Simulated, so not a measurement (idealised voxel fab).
process module | voxel quadruple lines
cross-section cut | 140 nm wide | cells 5 nm
A cross-section is a grid of square cells, given in bands from the top down. A band is one or more rows of cells.
Each band's line starts with the height of the band's top and of its bottom, in nm. Then come its materials from left to right, each with its width in nm. One material with "throughout" fills the band from edge to edge. "air" is empty space.
Height 0 is the level under which the wafer as received is all one material. The lowest band goes on downwards, as in "0 down".
A width such as "30 to 40" changes by the same amount from each row of cells to the next, from the band's top row to its bottom row.
"no change" after a step means that no cell of the cross-section changed.
closed voids: empty space of 8 cells or more with no open way to the top, each as width x height at its distance from the left edge, in nm
after a step's settings: what the simulator itself notes on the step
overlay nm, on a step with a mask: how far to the right of its planned place the mask lay; to the left if negative
plan
1 op RECEIVE | material Si
2 op CONFORMAL_DEP | material SiO2 | thk nm 5
3 op DIRECTIONAL_DEP | material TiN | thk nm 10
4 op DIRECTIONAL_DEP | material polySi | thk nm 20
5 op DIRECTIONAL_DEP | material aC | thk nm 20
6 op PATTERN | tone cover | mask id MANDREL | material resist | width nm 20 | pitch nm 60 | thk nm 30 | overlay nm 0
7 op DIRECTIONAL_ETCH | etch materials aC | depth nm 20
8 op STRIP | etch materials resist
9 op CONFORMAL_DEP | material SiO2 | thk nm 10
10 op DIRECTIONAL_ETCH | etch materials SiO2 | depth nm 10
11 op STRIP | etch materials aC
12 op DIRECTIONAL_ETCH | etch materials polySi | depth nm 20
13 op STRIP | etch materials SiO2
14 op CONFORMAL_DEP | material SiCN | thk nm 5
15 op DIRECTIONAL_ETCH | etch materials SiCN | depth nm 5
16 op STRIP | etch materials polySi
17 op DIRECTIONAL_ETCH | etch materials TiN | depth nm 10
18 op STRIP | etch materials SiCN
19 op FILL_DEP | material lowk | thk nm 10
20 op CMP | height nm 15
first wafer, as planned
as received, after step 1
  0 down: Si throughout
  closed voids: none
after step 2
  5 to 0: SiO2 throughout
  below 0: unchanged
after step 3
  15 to 5: TiN throughout
  below 5: unchanged
after step 4
  35 to 15: polySi throughout
  below 15: unchanged
after step 5
  55 to 35: aC throughout
  below 35: unchanged
after step 6
  85 to 55: air 30 | resist 20 | air 40 | resist 20 | air 30
  below 55: unchanged
after step 7
  65 to 55: air 30 | resist 20 | air 40 | resist 20 | air 30
  55 to 35: air 30 | aC 20 | air 40 | aC 20 | air 30
  below 35: unchanged
after step 8
  55 to 35: air 30 | aC 20 | air 40 | aC 20 | air 30
  below 35: unchanged
after step 9
  65 to 55: air 20 | SiO2 40 | air 20 | SiO2 40 | air 20
  55 to 45: air 20 | SiO2 10 | aC 20 | SiO2 10 | air 20 | SiO2 10 | aC 20 | SiO2 10 | air 20
  45 to 35: SiO2 30 | aC 20 | SiO2 40 | aC 20 | SiO2 30
  below 35: unchanged
after step 10
  55 to 35: air 20 | SiO2 10 | aC 20 | SiO2 10 | air 20 | SiO2 10 | aC 20 | SiO2 10 | air 20
  below 35: unchanged
after step 11
  55 to 35: air 20 | SiO2 10 | air 20 | SiO2 10 | air 20 | SiO2 10 | air 20 | SiO2 10 | air 20
  below 35: unchanged
after step 12
  55 to 35: air 20 | SiO2 10 | air 20 | SiO2 10 | air 20 | SiO2 10 | air 20 | SiO2 10 | air 20
  35 to 15: air 20 | polySi 10 | air 20 | polySi 10 | air 20 | polySi 10 | air 20 | polySi 10 | air 20
  below 15: unchanged
after step 13
  35 to 15: air 20 | polySi 10 | air 20 | polySi 10 | air 20 | polySi 10 | air 20 | polySi 10 | air 20
  below 15: unchanged
after step 14
  40 to 35: air 15 | SiCN 20 | air 10 | SiCN 20 | air 10 | SiCN 20 | air 10 | SiCN 20 | air 15
  35 to 20: air 15 | SiCN 5 | polySi 10 | SiCN 5 | air 10 | SiCN 5 | polySi 10 | SiCN 5 | air 10 | SiCN 5 | polySi 10 | SiCN 5 | air 10 | SiCN 5 | polySi 10 | SiCN 5 | air 15
  20 to 15: SiCN 20 | polySi 10 | SiCN 20 | polySi 10 | SiCN 20 | polySi 10 | SiCN 20 | polySi 10 | SiCN 20
  below 15: unchanged
after step 15
  35 to 15: air 15 | SiCN 5 | polySi 10 | SiCN 5 | air 10 | SiCN 5 | polySi 10 | SiCN 5 | air 10 | SiCN 5 | polySi 10 | SiCN 5 | air 10 | SiCN 5 | polySi 10 | SiCN 5 | air 15
  below 15: unchanged
after step 16
  35 to 15: air 15 | SiCN 5 | air 10 | SiCN 5 | air 10 | SiCN 5 | air 10 | SiCN 5 | air 10 | SiCN 5 | air 10 | SiCN 5 | air 10 | SiCN 5 | air 10 | SiCN 5 | air 15
  below 15: unchanged
after step 17
  35 to 15: air 15 | SiCN 5 | air 10 | SiCN 5 | air 10 | SiCN 5 | air 10 | SiCN 5 | air 10 | SiCN 5 | air 10 | SiCN 5 | air 10 | SiCN 5 | air 10 | SiCN 5 | air 15
  15 to 5: air 15 | TiN 5 | air 10 | TiN 5 | air 10 | TiN 5 | air 10 | TiN 5 | air 10 | TiN 5 | air 10 | TiN 5 | air 10 | TiN 5 | air 10 | TiN 5 | air 15
  below 5: unchanged
after step 18
  15 to 5: air 15 | TiN 5 | air 10 | TiN 5 | air 10 | TiN 5 | air 10 | TiN 5 | air 10 | TiN 5 | air 10 | TiN 5 | air 10 | TiN 5 | air 10 | TiN 5 | air 15
  below 5: unchanged
after step 19
  25 to 15: lowk throughout
  15 to 5: lowk 15 | TiN 5 | lowk 10 | TiN 5 | lowk 10 | TiN 5 | lowk 10 | TiN 5 | lowk 10 | TiN 5 | lowk 10 | TiN 5 | lowk 10 | TiN 5 | lowk 10 | TiN 5 | lowk 15
  below 5: unchanged
after step 20
  15 to 5: lowk 15 | TiN 5 | lowk 10 | TiN 5 | lowk 10 | TiN 5 | lowk 10 | TiN 5 | lowk 10 | TiN 5 | lowk 10 | TiN 5 | lowk 10 | TiN 5 | lowk 10 | TiN 5 | lowk 15
  below 5: unchanged
second wafer: like start, like plan, one mistake. Through step 2 it matches the first wafer
when step 3 should have ended
  25 to 5: polySi throughout
  below 5: unchanged
when step 4 should have ended
  35 to 25: TiN throughout
  below 25: unchanged
when step 5 should have ended
  55 to 35: aC throughout
  below 35: unchanged
when step 6 should have ended
  85 to 55: air 30 | resist 20 | air 40 | resist 20 | air 30
  below 55: unchanged
when step 7 should have ended
  65 to 55: air 30 | resist 20 | air 40 | resist 20 | air 30
  55 to 35: air 30 | aC 20 | air 40 | aC 20 | air 30
  below 35: unchanged
when step 8 should have ended
  55 to 35: air 30 | aC 20 | air 40 | aC 20 | air 30
  below 35: unchanged
when step 9 should have ended
  65 to 55: air 20 | SiO2 40 | air 20 | SiO2 40 | air 20
  55 to 45: air 20 | SiO2 10 | aC 20 | SiO2 10 | air 20 | SiO2 10 | aC 20 | SiO2 10 | air 20
  45 to 35: SiO2 30 | aC 20 | SiO2 40 | aC 20 | SiO2 30
  below 35: unchanged
when step 10 should have ended
  55 to 35: air 20 | SiO2 10 | aC 20 | SiO2 10 | air 20 | SiO2 10 | aC 20 | SiO2 10 | air 20
  below 35: unchanged
when step 11 should have ended
  55 to 35: air 20 | SiO2 10 | air 20 | SiO2 10 | air 20 | SiO2 10 | air 20 | SiO2 10 | air 20
  below 35: unchanged
when step 12 should have ended: no change
when step 13 should have ended
  35 to 25: TiN throughout
  below 25: unchanged
when step 14 should have ended
  40 to 35: SiCN throughout
  below 35: unchanged
when step 15 should have ended
  35 to 25: TiN throughout
  below 25: unchanged
when step 16 should have ended: no change
when step 17 should have ended
  25 to 5: polySi throughout
  below 5: unchanged
when step 18 should have ended: no change
when step 19 should have ended
  35 to 25: lowk throughout
  below 25: unchanged
when step 20 should have ended
  15 to 5: polySi throughout
  below 5: unchanged
what went wrong: steps 3 and 4 were swapped
at the end the second wafer has, in cells: 16 fewer of TiN | 40 fewer of lowk | 56 more of polySi
